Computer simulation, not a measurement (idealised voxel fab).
Herein follows the process module entitled voxel wiring stack.
Displayed cross-section: cut, width of 190 nm, square cells sized 5 nm.
In what follows, cross-sections appear as grids of square cells, described through bands that run from the top down, where every band is one or more rows of cells. Per band: top height and bottom height in nm, followed by the left-to-right materials and their widths in nm; "throughout" marks a single material spanning edge to edge, "blank" marks empty space. Convention: height 0 is the level below which the wafer, as received, is all one material. The lowest band does not terminate at the bottom but continues downward, represented as "0..down". Note: "30->40" means the width goes from the first number (top row of the band) to the second number (bottom row) in equal steps per row of cells. Take "stayed the same" at face value: in the step it is given for, the cross-section changed in none of its cells. In "Completely enclosed voids" the enclosed voids are listed, meaning empty spaces of 8 cells or larger without any opening to the top. The form is width x height at distance, distance from the left edge, units nm. Formally, on a step line, whatever follows the settings is a remark that the simulator itself makes on the step. For masked steps, "overlay nm" on the step line gives how far right of plan the mask actually lay; a minus sign means it lay to the left.

Process steps (planned):
- 1: RECEIVE with material Si
- 2: CONFORMAL_DEP with material SiO2, thk nm 10
- 3: CONFORMAL_DEP with material SiCN, thk nm 5
- 4: DIRECTIONAL_DEP with material SiO2, thk nm 20
- 5: DIRECTIONAL_DEP with material aC, thk nm 10
- 6: PATTERN with tone open, mask id METAL_1, material resist, width nm 20, pitch nm 40, thk nm 30, overlay nm 0
- 7: DIRECTIONAL_ETCH with etch materials aC, depth nm 10
- 8: STRIP with etch materials resist
- 9: DIRECTIONAL_ETCH with etch materials SiO2, depth nm 20
- 10: DIRECTIONAL_ETCH with etch materials SiCN, depth nm 5
- 11: STRIP with etch materials aC
- 12: CONFORMAL_DEP with material TiN, thk nm 5
- 13: FILL_DEP with material Cu, thk nm 5
- 14: CMP with height nm 35
- 15: CONFORMAL_DEP with material SiCN, thk nm 5
- 16: DIRECTIONAL_DEP with material SiO2, thk nm 30
- 17: DIRECTIONAL_DEP with material aC, thk nm 10
- 18: PATTERN with tone open, mask id METAL_2, material resist, width nm 20, pitch nm 40, thk nm 30, overlay nm 0
- 19: DIRECTIONAL_ETCH with etch materials aC, depth nm 10
- 20: STRIP with etch materials resist
- 21: DIRECTIONAL_ETCH with etch materials SiO2, depth nm 15
- 22: STRIP with etch materials aC
- 23: PATTERN with tone open, mask id METAL_2_HOLES, material resist, width nm 15, pitch nm 80, thk nm 20, overlay nm 0
- 24: DIRECTIONAL_ETCH with etch materials SiO2, depth nm 15
- 25: DIRECTIONAL_ETCH with etch materials SiCN, depth nm 5
- 26: STRIP with etch materials resist
- 27: CONFORMAL_DEP with material TiN, thk nm 5
- 28: FILL_DEP with material Ru, thk nm 10
- 29: CMP with height nm 70
- 30: CONFORMAL_DEP with material SiN, thk nm 5

First wafer out of two, processed as planned:

As-received wafer cross-section (after step 1):
  0..down = Si throughout
  Completely enclosed voids: none

Presented here is a cross-section of the wafer after step 2 has been performed:
  10..0 = SiO2 throughout
  At heights below 0, the structure remains unaltered.

Presented here is a cross-section of the wafer after step 3 has been performed:
  15..10 = SiCN throughout
  At heights below 10, the structure remains unaltered.

Presented here is a cross-section of the wafer after step 4 has been performed:
  35..15 = SiO2 throughout
  At heights below 15, the structure remains unaltered.

Presented here is a cross-section of the wafer after step 5 has been performed:
  45..35 = aC throughout
  At heights below 35, the structure remains unaltered.

Presented here is a cross-section of the wafer after step 6 has been performed:
  75..45 = resist: 25, blank: 20, resist: 20, blank: 20, resist: 20, blank: 20, resist: 20, blank: 20, resist: 25
  At heights below 45, the structure remains unaltered.

Presented here is a cross-section of the wafer after step 7 has been performed:
  65..45 = resist: 25, blank: 20, resist: 20, blank: 20, resist: 20, blank: 20, resist: 20, blank: 20, resist: 25
  45..35 = aC: 25, blank: 20, aC: 20, blank: 20, aC: 20, blank: 20, aC: 20, blank: 20, aC: 25
  At heights below 35, the structure remains unaltered.

Presented here is a cross-section of the wafer after step 8 has been performed:
  45..35 = aC: 25, blank: 20, aC: 20, blank: 20, aC: 20, blank: 20, aC: 20, blank: 20, aC: 25
  At heights below 35, the structure remains unaltered.

Presented here is a cross-section of the wafer after step 9 has been performed:
  45..35 = aC: 25, blank: 20, aC: 20, blank: 20, aC: 20, blank: 20, aC: 20, blank: 20, aC: 25
  35..15 = SiO2: 25, blank: 20, SiO2: 20, blank: 20, SiO2: 20, blank: 20, SiO2: 20, blank: 20, SiO2: 25
  At heights below 15, the structure remains unaltered.

Presented here is a cross-section of the wafer after step 10 has been performed:
  45..35 = aC: 25, blank: 20, aC: 20, blank: 20, aC: 20, blank: 20, aC: 20, blank: 20, aC: 25
  35..15 = SiO2: 25, blank: 20, SiO2: 20, blank: 20, SiO2: 20, blank: 20, SiO2: 20, blank: 20, SiO2: 25
  15..10 = SiCN: 25, blank: 20, SiCN: 20, blank: 20, SiCN: 20, blank: 20, SiCN: 20, blank: 20, SiCN: 25
  At heights below 10, the structure remains unaltered.

Presented here is a cross-section of the wafer after step 11 has been performed:
  35..15 = SiO2: 25, blank: 20, SiO2: 20, blank: 20, SiO2: 20, blank: 20, SiO2: 20, blank: 20, SiO2: 25
  At heights below 15, the structure remains unaltered.

Presented here is a cross-section of the wafer after step 12 has been performed:
  40..35 = TiN: 30, blank: 10, TiN: 30, blank: 10, TiN: 30, blank: 10, TiN: 30, blank: 10, TiN: 30
  35..15 = SiO2: 25, TiN: 5, blank: 10, TiN: 5, SiO2: 20, TiN: 5, blank: 10, TiN: 5, SiO2: 20, TiN: 5, blank: 10, TiN: 5, SiO2: 20, TiN: 5, blank: 10, TiN: 5, SiO2: 25
  15..10 = SiCN: 25, TiN: 20, SiCN: 20, TiN: 20, SiCN: 20, TiN: 20, SiCN: 20, TiN: 20, SiCN: 25
  At heights below 10, the structure remains unaltered.

Presented here is a cross-section of the wafer after step 13 has been performed:
  45..40 = Cu throughout
  40..35 = TiN: 30, Cu: 10, TiN: 30, Cu: 10, TiN: 30, Cu: 10, TiN: 30, Cu: 10, TiN: 30
  35..15 = SiO2: 25, TiN: 5, Cu: 10, TiN: 5, SiO2: 20, TiN: 5, Cu: 10, TiN: 5, SiO2: 20, TiN: 5, Cu: 10, TiN: 5, SiO2: 20, TiN: 5, Cu: 10, TiN: 5, SiO2: 25
  At heights below 15, the structure remains unaltered.

Presented here is a cross-section of the wafer after step 14 has been performed:
  35..15 = SiO2: 25, TiN: 5, Cu: 10, TiN: 5, SiO2: 20, TiN: 5, Cu: 10, TiN: 5, SiO2: 20, TiN: 5, Cu: 10, TiN: 5, SiO2: 20, TiN: 5, Cu: 10, TiN: 5, SiO2: 25
  At heights below 15, the structure remains unaltered.

Presented here is a cross-section of the wafer after step 15 has been performed:
  40..35 = SiCN throughout
  At heights below 35, the structure remains unaltered.

Presented here is a cross-section of the wafer after step 16 has been performed:
  70..40 = SiO2 throughout
  At heights below 40, the structure remains unaltered.

Presented here is a cross-section of the wafer after step 17 has been performed:
  80..70 = aC throughout
  At heights below 70, the structure remains unaltered.

Presented here is a cross-section of the wafer after step 18 has been performed:
  110..80 = resist: 25, blank: 20, resist: 20, blank: 20, resist: 20, blank: 20, resist: 20, blank: 20, resist: 25
  At heights below 80, the structure remains unaltered.

Presented here is a cross-section of the wafer after step 19 has been performed:
  100..80 = resist: 25, blank: 20, resist: 20, blank: 20, resist: 20, blank: 20, resist: 20, blank: 20, resist: 25
  80..70 = aC: 25, blank: 20, aC: 20, blank: 20, aC: 20, blank: 20, aC: 20, blank: 20, aC: 25
  At heights below 70, the structure remains unaltered.

Presented here is a cross-section of the wafer after step 20 has been performed:
  80..70 = aC: 25, blank: 20, aC: 20, blank: 20, aC: 20, blank: 20, aC: 20, blank: 20, aC: 25
  At heights below 70, the structure remains unaltered.

Presented here is a cross-section of the wafer after step 21 has been performed:
  80..70 = aC: 25, blank: 20, aC: 20, blank: 20, aC: 20, blank: 20, aC: 20, blank: 20, aC: 25
  70..55 = SiO2: 25, blank: 20, SiO2: 20, blank: 20, SiO2: 20, blank: 20, SiO2: 20, blank: 20, SiO2: 25
  At heights below 55, the structure remains unaltered.

Presented here is a cross-section of the wafer after step 22 has been performed:
  70..55 = SiO2: 25, blank: 20, SiO2: 20, blank: 20, SiO2: 20, blank: 20, SiO2: 20, blank: 20, SiO2: 25
  At heights below 55, the structure remains unaltered.

Presented here is a cross-section of the wafer after step 23 has been performed:
  90..70 = resist: 25, blank: 15, resist: 65, blank: 15, resist: 70
  70..55 = SiO2: 25, blank: 15, resist: 5, SiO2: 20, resist: 20, SiO2: 20, blank: 15, resist: 5, SiO2: 20, resist: 20, SiO2: 25
  At heights below 55, the structure remains unaltered.

Presented here is a cross-section of the wafer after step 24 has been performed:
  90..70 = resist: 25, blank: 15, resist: 65, blank: 15, resist: 70
  70..55 = SiO2: 25, blank: 15, resist: 5, SiO2: 20, resist: 20, SiO2: 20, blank: 15, resist: 5, SiO2: 20, resist: 20, SiO2: 25
  55..40 = SiO2: 25, blank: 15, SiO2: 65, blank: 15, SiO2: 70
  At heights below 40, the structure remains unaltered.

Presented here is a cross-section of the wafer after step 25 has been performed:
  90..70 = resist: 25, blank: 15, resist: 65, blank: 15, resist: 70
  70..55 = SiO2: 25, blank: 15, resist: 5, SiO2: 20, resist: 20, SiO2: 20, blank: 15, resist: 5, SiO2: 20, resist: 20, SiO2: 25
  55..40 = SiO2: 25, blank: 15, SiO2: 65, blank: 15, SiO2: 70
  40..35 = SiCN: 25, blank: 15, SiCN: 65, blank: 15, SiCN: 70
  At heights below 35, the structure remains unaltered.

Presented here is a cross-section of the wafer after step 26 has been performed:
  70..55 = SiO2: 25, blank: 20, SiO2: 20, blank: 20, SiO2: 20, blank: 20, SiO2: 20, blank: 20, SiO2: 25
  At heights below 55, the structure remains unaltered.

Presented here is a cross-section of the wafer after step 27 has been performed:
  75..70 = TiN: 30, blank: 10, TiN: 30, blank: 10, TiN: 30, blank: 10, TiN: 30, blank: 10, TiN: 30
  70..60 = SiO2: 25, TiN: 5, blank: 10, TiN: 5, SiO2: 20, TiN: 5, blank: 10, TiN: 5, SiO2: 20, TiN: 5, blank: 10, TiN: 5, SiO2: 20, TiN: 5, blank: 10, TiN: 5, SiO2: 25
  60..55 = SiO2: 25, TiN: 5, blank: 5, TiN: 10, SiO2: 20, TiN: 20, SiO2: 20, TiN: 5, blank: 5, TiN: 10, SiO2: 20, TiN: 20, SiO2: 25
  55..40 = SiO2: 25, TiN: 5, blank: 5, TiN: 5, SiO2: 65, TiN: 5, blank: 5, TiN: 5, SiO2: 70
  40..35 = SiCN: 25, TiN: 15, SiCN: 65, TiN: 15, SiCN: 70
  At heights below 35, the structure remains unaltered.

Presented here is a cross-section of the wafer after step 28 has been performed:
  85..75 = Ru throughout
  75..70 = TiN: 30, Ru: 10, TiN: 30, Ru: 10, TiN: 30, Ru: 10, TiN: 30, Ru: 10, TiN: 30
  70..60 = SiO2: 25, TiN: 5, Ru: 10, TiN: 5, SiO2: 20, TiN: 5, Ru: 10, TiN: 5, SiO2: 20, TiN: 5, Ru: 10, TiN: 5, SiO2: 20, TiN: 5, Ru: 10, TiN: 5, SiO2: 25
  60..55 = SiO2: 25, TiN: 5, Ru: 5, TiN: 10, SiO2: 20, TiN: 20, SiO2: 20, TiN: 5, Ru: 5, TiN: 10, SiO2: 20, TiN: 20, SiO2: 25
  55..40 = SiO2: 25, TiN: 5, Ru: 5, TiN: 5, SiO2: 65, TiN: 5, Ru: 5, TiN: 5, SiO2: 70
  At heights below 40, the structure remains unaltered.

Presented here is a cross-section of the wafer after step 29 has been performed:
  70..60 = SiO2: 25, TiN: 5, Ru: 10, TiN: 5, SiO2: 20, TiN: 5, Ru: 10, TiN: 5, SiO2: 20, TiN: 5, Ru: 10, TiN: 5, SiO2: 20, TiN: 5, Ru: 10, TiN: 5, SiO2: 25
  At heights below 60, the structure remains unaltered.

Presented here is a cross-section of the wafer after step 30 has been performed:
  75..70 = SiN throughout
  At heights below 70, the structure remains unaltered.

Companion wafer, the second of two: same beginning, same intended sequence, one mistake in carrying it out; through step 1 inclusive it tracks the first exactly:

Second wafer cross-section, taken as of the time the plan sets for step 2 to be done: stayed the same

Second wafer cross-section, taken as of the time the plan sets for step 3 to be done:
  5..0 = SiCN throughout
  At heights below 0, the structure remains unaltered.

Second wafer cross-section, taken as of the time the plan sets for step 4 to be done:
  25..5 = SiO2 throughout
  At heights below 5, the structure remains unaltered.

Second wafer cross-section, taken as of the time the plan sets for step 5 to be done:
  35..25 = aC throughout
  At heights below 25, the structure remains unaltered.

Second wafer cross-section, taken as of the time the plan sets for step 6 to be done:
  65..35 = resist: 25, blank: 20, resist: 20, blank: 20, resist: 20, blank: 20, resist: 20, blank: 20, resist: 25
  At heights below 35, the structure remains unaltered.

Second wafer cross-section, taken as of the time the plan sets for step 7 to be done:
  55..35 = resist: 25, blank: 20, resist: 20, blank: 20, resist: 20, blank: 20, resist: 20, blank: 20, resist: 25
  35..25 = aC: 25, blank: 20, aC: 20, blank: 20, aC: 20, blank: 20, aC: 20, blank: 20, aC: 25
  At heights below 25, the structure remains unaltered.

Second wafer cross-section, taken as of the time the plan sets for step 8 to be done:
  35..25 = aC: 25, blank: 20, aC: 20, blank: 20, aC: 20, blank: 20, aC: 20, blank: 20, aC: 25
  At heights below 25, the structure remains unaltered.

Second wafer cross-section, taken as of the time the plan sets for step 9 to be done:
  35..25 = aC: 25, blank: 20, aC: 20, blank: 20, aC: 20, blank: 20, aC: 20, blank: 20, aC: 25
  25..5 = SiO2: 25, blank: 20, SiO2: 20, blank: 20, SiO2: 20, blank: 20, SiO2: 20, blank: 20, SiO2: 25
  At heights below 5, the structure remains unaltered.

Second wafer cross-section, taken as of the time the plan sets for step 10 to be done:
  35..25 = aC: 25, blank: 20, aC: 20, blank: 20, aC: 20, blank: 20, aC: 20, blank: 20, aC: 25
  25..5 = SiO2: 25, blank: 20, SiO2: 20, blank: 20, SiO2: 20, blank: 20, SiO2: 20, blank: 20, SiO2: 25
  5..0 = SiCN: 25, blank: 20, SiCN: 20, blank: 20, SiCN: 20, blank: 20, SiCN: 20, blank: 20, SiCN: 25
  At heights below 0, the structure remains unaltered.

Second wafer cross-section, taken as of the time the plan sets for step 11 to be done:
  25..5 = SiO2: 25, blank: 20, SiO2: 20, blank: 20, SiO2: 20, blank: 20, SiO2: 20, blank: 20, SiO2: 25
  At heights below 5, the structure remains unaltered.

Second wafer cross-section, taken as of the time the plan sets for step 12 to be done:
  30..25 = TiN: 30, blank: 10, TiN: 30, blank: 10, TiN: 30, blank: 10, TiN: 30, blank: 10, TiN: 30
  25..5 = SiO2: 25, TiN: 5, blank: 10, TiN: 5, SiO2: 20, TiN: 5, blank: 10, TiN: 5, SiO2: 20, TiN: 5, blank: 10, TiN: 5, SiO2: 20, TiN: 5, blank: 10, TiN: 5, SiO2: 25
  5..0 = SiCN: 25, TiN: 20, SiCN: 20, TiN: 20, SiCN: 20, TiN: 20, SiCN: 20, TiN: 20, SiCN: 25
  At heights below 0, the structure remains unaltered.

Second wafer cross-section, taken as of the time the plan sets for step 13 to be done:
  35..30 = Cu throughout
  30..25 = TiN: 30, Cu: 10, TiN: 30, Cu: 10, TiN: 30, Cu: 10, TiN: 30, Cu: 10, TiN: 30
  25..5 = SiO2: 25, TiN: 5, Cu: 10, TiN: 5, SiO2: 20, TiN: 5, Cu: 10, TiN: 5, SiO2: 20, TiN: 5, Cu: 10, TiN: 5, SiO2: 20, TiN: 5, Cu: 10, TiN: 5, SiO2: 25
  At heights below 5, the structure remains unaltered.

Second wafer cross-section, taken as of the time the plan sets for step 14 to be done: stayed the same

Second wafer cross-section, taken as of the time the plan sets for step 15 to be done:
  40..35 = SiCN throughout
  At heights below 35, the structure remains unaltered.

Second wafer cross-section, taken as of the time the plan sets for step 16 to be done:
  70..40 = SiO2 throughout
  At heights below 40, the structure remains unaltered.

Second wafer cross-section, taken as of the time the plan sets for step 17 to be done:
  80..70 = aC throughout
  At heights below 70, the structure remains unaltered.

Second wafer cross-section, taken as of the time the plan sets for step 18 to be done:
  110..80 = resist: 25, blank: 20, resist: 20, blank: 20, resist: 20, blank: 20, resist: 20, blank: 20, resist: 25
  At heights below 80, the structure remains unaltered.

Second wafer cross-section, taken as of the time the plan sets for step 19 to be done:
  100..80 = resist: 25, blank: 20, resist: 20, blank: 20, resist: 20, blank: 20, resist: 20, blank: 20, resist: 25
  80..70 = aC: 25, blank: 20, aC: 20, blank: 20, aC: 20, blank: 20, aC: 20, blank: 20, aC: 25
  At heights below 70, the structure remains unaltered.

Second wafer cross-section, taken as of the time the plan sets for step 20 to be done:
  80..70 = aC: 25, blank: 20, aC: 20, blank: 20, aC: 20, blank: 20, aC: 20, blank: 20, aC: 25
  At heights below 70, the structure remains unaltered.

Second wafer cross-section, taken as of the time the plan sets for step 21 to be done:
  80..70 = aC: 25, blank: 20, aC: 20, blank: 20, aC: 20, blank: 20, aC: 20, blank: 20, aC: 25
  70..55 = SiO2: 25, blank: 20, SiO2: 20, blank: 20, SiO2: 20, blank: 20, SiO2: 20, blank: 20, SiO2: 25
  At heights below 55, the structure remains unaltered.

Second wafer cross-section, taken as of the time the plan sets for step 22 to be done:
  70..55 = SiO2: 25, blank: 20, SiO2: 20, blank: 20, SiO2: 20, blank: 20, SiO2: 20, blank: 20, SiO2: 25
  At heights below 55, the structure remains unaltered.

Second wafer cross-section, taken as of the time the plan sets for step 23 to be done:
  90..70 = resist: 25, blank: 15, resist: 65, blank: 15, resist: 70
  70..55 = SiO2: 25, blank: 15, resist: 5, SiO2: 20, resist: 20, SiO2: 20, blank: 15, resist: 5, SiO2: 20, resist: 20, SiO2: 25
  At heights below 55, the structure remains unaltered.

Second wafer cross-section, taken as of the time the plan sets for step 24 to be done:
  90..70 = resist: 25, blank: 15, resist: 65, blank: 15, resist: 70
  70..55 = SiO2: 25, blank: 15, resist: 5, SiO2: 20, resist: 20, SiO2: 20, blank: 15, resist: 5, SiO2: 20, resist: 20, SiO2: 25
  55..40 = SiO2: 25, blank: 15, SiO2: 65, blank: 15, SiO2: 70
  At heights below 40, the structure remains unaltered.

Second wafer cross-section, taken as of the time the plan sets for step 25 to be done:
  90..70 = resist: 25, blank: 15, resist: 65, blank: 15, resist: 70
  70..55 = SiO2: 25, blank: 15, resist: 5, SiO2: 20, resist: 20, SiO2: 20, blank: 15, resist: 5, SiO2: 20, resist: 20, SiO2: 25
  55..40 = SiO2: 25, blank: 15, SiO2: 65, blank: 15, SiO2: 70
  40..35 = SiCN: 25, blank: 15, SiCN: 65, blank: 15, SiCN: 70
  At heights below 35, the structure remains unaltered.

Second wafer cross-section, taken as of the time the plan sets for step 26 to be done:
  70..55 = SiO2: 25, blank: 20, SiO2: 20, blank: 20, SiO2: 20, blank: 20, SiO2: 20, blank: 20, SiO2: 25
  At heights below 55, the structure remains unaltered.

Second wafer cross-section, taken as of the time the plan sets for step 27 to be done:
  75..70 = TiN: 30, blank: 10, TiN: 30, blank: 10, TiN: 30, blank: 10, TiN: 30, blank: 10, TiN: 30
  70..60 = SiO2: 25, TiN: 5, blank: 10, TiN: 5, SiO2: 20, TiN: 5, blank: 10, TiN: 5, SiO2: 20, TiN: 5, blank: 10, TiN: 5, SiO2: 20, TiN: 5, blank: 10, TiN: 5, SiO2: 25
  60..55 = SiO2: 25, TiN: 5, blank: 5, TiN: 10, SiO2: 20, TiN: 20, SiO2: 20, TiN: 5, blank: 5, TiN: 10, SiO2: 20, TiN: 20, SiO2: 25
  55..40 = SiO2: 25, TiN: 5, blank: 5, TiN: 5, SiO2: 65, TiN: 5, blank: 5, TiN: 5, SiO2: 70
  40..35 = SiCN: 25, TiN: 15, SiCN: 65, TiN: 15, SiCN: 70
  At heights below 35, the structure remains unaltered.

Second wafer cross-section, taken as of the time the plan sets for step 28 to be done:
  85..75 = Ru throughout
  75..70 = TiN: 30, Ru: 10, TiN: 30, Ru: 10, TiN: 30, Ru: 10, TiN: 30, Ru: 10, TiN: 30
  70..60 = SiO2: 25, TiN: 5, Ru: 10, TiN: 5, SiO2: 20, TiN: 5, Ru: 10, TiN: 5, SiO2: 20, TiN: 5, Ru: 10, TiN: 5, SiO2: 20, TiN: 5, Ru: 10, TiN: 5, SiO2: 25
  60..55 = SiO2: 25, TiN: 5, Ru: 5, TiN: 10, SiO2: 20, TiN: 20, SiO2: 20, TiN: 5, Ru: 5, TiN: 10, SiO2: 20, TiN: 20, SiO2: 25
  55..40 = SiO2: 25, TiN: 5, Ru: 5, TiN: 5, SiO2: 65, TiN: 5, Ru: 5, TiN: 5, SiO2: 70
  At heights below 40, the structure remains unaltered.

Second wafer cross-section, taken as of the time the plan sets for step 29 to be done:
  70..60 = SiO2: 25, TiN: 5, Ru: 10, TiN: 5, SiO2: 20, TiN: 5, Ru: 10, TiN: 5, SiO2: 20, TiN: 5, Ru: 10, TiN: 5, SiO2: 20, TiN: 5, Ru: 10, TiN: 5, SiO2: 25
  At heights below 60, the structure remains unaltered.

Second wafer cross-section, taken as of the time the plan sets for step 30 to be done:
  75..70 = SiN throughout
  At heights below 70, the structure remains unaltered.
Deviation from plan: step 2 of the plan was excluded from execution and never run
End of process, cell counts, second wafer against first, materials with more or fewer: +46 Cu | -76 SiO2 | +30 TiN
